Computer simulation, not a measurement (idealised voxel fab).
Presented below is a process module, voxel air gaps.
Shown is cross-section cut, with a width of 285 nm and square cells of size 5 nm.
Reading order for cross-sections: top band down to bottom band. Underlying form: a grid of square cells. Band size: one or more rows of cells.
Heights first: top, then bottom, in nm. Then materials, left to right, each with a width in nm. "edge to edge" on a single material: fills the band edge to edge. "blank": empty space.
Where do heights start? At 0: under that level the wafer as delivered is made of one material only. And the lowest band has no floor; it just carries on downward, as in "0 nm and below".
Quick explanation for "30 to 40": the width changes in equal steps down the rows of cells, from the first number in the band's top row to the second number in its bottom row.
Where a step carries "nothing changed", the cross-section came out of it unchanged, cell for cell.
If an empty space has no open way to the top and is at least 8 cells in size, "Completely sealed voids" lists it, written width x height at distance, where distance is measured from the left edge and every value is in nm.
Anything after a step's settings on that line? It's the simulator's own note about the step.
Each step line may optionally specify "overlay nm", which for a step with a mask gives the rightward distance between the mask's planned place and where it lay, a negative value indicating the leftward direction.
How should the pairs below be read? Each gives the cross-section before one process step and the cross-section after it, the latter drawn only to the lowest band that changed; the step that lies between them, with its settings, appears under the pair. Does a pair pick up where the pair above left off? Only where its entry headed "Cross-section, before" says so, since pairs can come from different runs of this module on the same starting wafer.

### Cross-section, before
> 60 nm to 50 nm: blank (55), Ru (40), blank (10), Ru (40), blank (10), Ru (40), blank (10), Ru (40), blank (40)
> 50 nm to 25 nm: blank (65), TiN (5), Cu (10), TiN (5), blank (30), TiN (5), Cu (10), TiN (5), blank (30), TiN (5), Cu (10), TiN (5), blank (30), TiN (5), Cu (10), TiN (5), blank (50)
> 25 nm to 20 nm: blank (65), TiN (20), blank (30), TiN (20), blank (30), TiN (20), blank (30), TiN (20), blank (50)
> 20 nm to 15 nm: SiN edge to edge
> 15 nm to 0 nm: SiO2 edge to edge
> 0 nm and below: Si edge to edge
> Completely sealed voids: none

### Post-Process View
> 65 nm to 60 nm: blank (50), SiCN (200), blank (35)
> 60 nm to 50 nm: blank (50), SiCN (5), Ru (40), SiCN (10), Ru (40), SiCN (10), Ru (40), SiCN (10), Ru (40), SiCN (5), blank (35)
> 50 nm to 45 nm: blank (50), SiCN (15), TiN (5), Cu (10), TiN (5), SiCN (30), TiN (5), Cu (10), TiN (5), SiCN (30), TiN (5), Cu (10), TiN (5), SiCN (30), TiN (5), Cu (10), TiN (5), SiCN (15), blank (35)
> 45 nm to 25 nm: blank (60), SiCN (5), TiN (5), Cu (10), TiN (5), SiCN (5), blank (20), SiCN (5), TiN (5), Cu (10), TiN (5), SiCN (5), blank (20), SiCN (5), TiN (5), Cu (10), TiN (5), SiCN (5), blank (20), SiCN (5), TiN (5), Cu (10), TiN (5), SiCN (5), blank (45)
> 25 nm to 20 nm: SiCN (65), TiN (20), SiCN (30), TiN (20), SiCN (30), TiN (20), SiCN (30), TiN (20), SiCN (50)
> Beneath the level 20, the cross-section is identical to its previous state.
> Completely sealed voids: 20 x 20 at 90; 20 x 20 at 140; 20 x 20 at 190
Between before and after above, the operation and settings are CONFORMAL_DEP (material SiCN; thk nm 5)

### Cross-section, before
> 20 nm to 15 nm: SiN edge to edge
> 15 nm to 0 nm: SiO2 edge to edge
> 0 nm and below: Si edge to edge
> Completely sealed voids: none

### Post-Process View
> 50 nm to 20 nm: Ru edge to edge
> Beneath the level 20, the cross-section is identical to its previous state.
> Completely sealed voids: none
Between before and after above, the operation and settings are DIRECTIONAL_DEP (material Ru; thk nm 30)

Cross-section, before: For the state before this step, see the after cross-section of the pair located directly above.

### Post-Process View
> 55 nm to 50 nm: TiN edge to edge
> Beneath the level 50, the cross-section is identical to its previous state.
> Completely sealed voids: none
Between before and after above, the operation and settings are CONFORMAL_DEP (material TiN; thk nm 5)

Cross-section, before: For the state before this step, see the after cross-section of the pair located directly above.

### Post-Process View
> 65 nm to 55 nm: Cu edge to edge
> Beneath the level 55, the cross-section is identical to its previous state.
> Completely sealed voids: none
Between before and after above, the operation and settings are FILL_DEP (material Cu; thk nm 10)

Cross-section, before: For the state before this step, see the after cross-section of the pair located directly above.

### Post-Process View
> 50 nm to 20 nm: Ru edge to edge
> Beneath the level 20, the cross-section is identical to its previous state.
> Completely sealed voids: none
Between before and after above, the operation and settings are CMP (height nm 50)

Cross-section, before: For the state before this step, see the after cross-section of the pair located directly above.

### Post-Process View
> 60 nm to 20 nm: Ru edge to edge
> Beneath the level 20, the cross-section is identical to its previous state.
> Completely sealed voids: none
Between before and after above, the operation and settings are EPI (material Ru; thk nm 10)

Cross-section, before: For the state before this step, see the after cross-section of the pair located directly above.

### Post-Process View
> 65 nm to 60 nm: SiCN edge to edge
> Beneath the level 60, the cross-section is identical to its previous state.
> Completely sealed voids: none
Between before and after above, the operation and settings are CONFORMAL_DEP (material SiCN; thk nm 5)

### Cross-section, before
> 50 nm to 20 nm: lowk edge to edge
> 20 nm to 15 nm: SiN edge to edge
> 15 nm to 0 nm: SiO2 edge to edge
> 0 nm and below: Si edge to edge
> Completely sealed voids: none

### Post-Process View
> 50 nm to 20 nm: blank (55), lowk (20), blank (30), lowk (20), blank (30), lowk (20), blank (30), lowk (20), blank (60)
> Beneath the level 20, the cross-section is identical to its previous state.
> Completely sealed voids: none
Between before and after above, the operation and settings are MASKED_ETCH (tone cover; mask id LINES; width nm 20; pitch nm 50; etch materials lowk; depth nm 30; overlay nm 0)

Cross-section, before: For the state before this step, see the after cross-section of the pair located directly above.

### Post-Process View
> 55 nm to 50 nm: blank (50), TiN (30), blank (20), TiN (30), blank (20), TiN (30), blank (20), TiN (30), blank (55)
> 50 nm to 25 nm: blank (50), TiN (5), lowk (20), TiN (5), blank (20), TiN (5), lowk (20), TiN (5), blank (20), TiN (5), lowk (20), TiN (5), blank (20), TiN (5), lowk (20), TiN (5), blank (55)
> 25 nm to 20 nm: TiN (55), lowk (20), TiN (30), lowk (20), TiN (30), lowk (20), TiN (30), lowk (20), TiN (60)
> Beneath the level 20, the cross-section is identical to its previous state.
> Completely sealed voids: none
Between before and after above, the operation and settings are CONFORMAL_DEP (material TiN; thk nm 5)

Cross-section, before: For the state before this step, see the after cross-section of the pair located directly above.

### Post-Process View
> 65 nm to 55 nm: Cu edge to edge
> 55 nm to 50 nm: Cu (50), TiN (30), Cu (20), TiN (30), Cu (20), TiN (30), Cu (20), TiN (30), Cu (55)
> 50 nm to 25 nm: Cu (50), TiN (5), lowk (20), TiN (5), Cu (20), TiN (5), lowk (20), TiN (5), Cu (20), TiN (5), lowk (20), TiN (5), Cu (20), TiN (5), lowk (20), TiN (5), Cu (55)
> Beneath the level 25, the cross-section is identical to its previous state.
> Completely sealed voids: none
Between before and after above, the operation and settings are FILL_DEP (material Cu; thk nm 10)

Cross-section, before: For the state before this step, see the after cross-section of the pair located directly above.

### Post-Process View
> 50 nm to 25 nm: Cu (50), TiN (5), lowk (20), TiN (5), Cu (20), TiN (5), lowk (20), TiN (5), Cu (20), TiN (5), lowk (20), TiN (5), Cu (20), TiN (5), lowk (20), TiN (5), Cu (55)
> Beneath the level 25, the cross-section is identical to its previous state.
> Completely sealed voids: none
Between before and after above, the operation and settings are CMP (height nm 50)

Cross-section, before: For the state before this step, see the after cross-section of the pair located directly above.

### Post-Process View
> 60 nm to 50 nm: Ru edge to edge
> Beneath the level 50, the cross-section is identical to its previous state.
> Completely sealed voids: none
Between before and after above, the operation and settings are EPI (material Ru; thk nm 10)

Cross-section, before: For the state before this step, see the after cross-section of the pair located directly above.

### Post-Process View
> 65 nm to 60 nm: SiCN edge to edge
> Beneath the level 60, the cross-section is identical to its previous state.
> Completely sealed voids: none
Between before and after above, the operation and settings are CONFORMAL_DEP (material SiCN; thk nm 5)
